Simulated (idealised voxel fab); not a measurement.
Process module heading - voxel double patterning
FYI the section here is cut, 145 nm wide, cells are 5 nm squares.
Heads up, the way a cross-section reads in here is a grid of square cells, handed over as bands from the top down, with every band being one or more rows of cells.
The band entry comprises the height of the band's top followed by the height of its bottom, expressed in nm, and subsequently the band's materials from left to right, each stated together with its width in nm. Where a single material is marked with the word "edge to edge", that material fills the band from edge to edge. The word "air" represents empty space.
Counting heights begins at 0, where everything beneath is, in the wafer as received, one material. The lowest band has no bottom; it goes on downwards, as "top 0, no bottom" shows.
Graded width ("30->40"): value in top row of band = first number; value in bottom row = second number; row-to-row change constant.
Take "all unchanged" at face value: in the step it is given for, the cross-section changed in none of its cells.
If an empty space has no open way to the top and is at least 8 cells in size, "Enclosed void inventory" lists it, written width x height at distance, where distance is measured from the left edge and every value is in nm.
Where a step's line continues beyond its settings, the continuation is a remark by the simulator itself on that step.
overlay nm: mask right of planned place by this much (step with mask). Neg. = left.
PROCESS STEPS FORESEEN IN THE PLAN
1,RECEIVE, material Si
2,CONFORMAL_DEP, material SiO2, thk nm 10
3,DIRECTIONAL_DEP, material W, thk nm 15
4,DIRECTIONAL_DEP, material SiN, thk nm 5
5,DIRECTIONAL_DEP, material aC, thk nm 15
6,PATTERN, tone open, mask id FIRST, material resist, width nm 15, pitch nm 50, thk nm 30, overlay nm 0
7,DIRECTIONAL_ETCH, etch materials aC, depth nm 15
8,STRIP, etch materials resist
9,DIRECTIONAL_ETCH, etch materials SiN, depth nm 5
10,STRIP, etch materials aC
11,DIRECTIONAL_DEP, material aC, thk nm 15
12,PATTERN, tone open, mask id SECOND, material resist, width nm 15, thk nm 30, overlay nm 0
13,DIRECTIONAL_ETCH, etch materials aC, depth nm 15
14,STRIP, etch materials resist
15,DIRECTIONAL_ETCH, etch materials SiN, depth nm 5
16,STRIP, etch materials aC
17,DIRECTIONAL_ETCH, etch materials W, depth nm 15
18,STRIP, etch materials SiN
HERE'S WHAT THE WAFER LOOKED LIKE IN CROSS-SECTION WHEN IT ARRIVED - THAT'S AFTER STEP 1
    top 0, no bottom = Si edge to edge
    Enclosed void inventory: none
SAME STARTING WAFER, SAME PLAN AS ABOVE, ONE MISTAKE IN THE EXECUTION; THIS IS THE CROSS-SECTION AT THE END OF THE MODULE
    top 20, bottom 10 = 40 nm W, 15 nm air, 10 nm W, 15 nm air, 10 nm W, 15 nm air, 40 nm W
    top 10, bottom 0 = SiO2 edge to edge
    top 0, no bottom = Si edge to edge
    Enclosed void inventory: none
Where did the run depart from the plan? for step 3, the planned setting was not used; the step was instead run as DIRECTIONAL_DEP, material W, thk nm 10
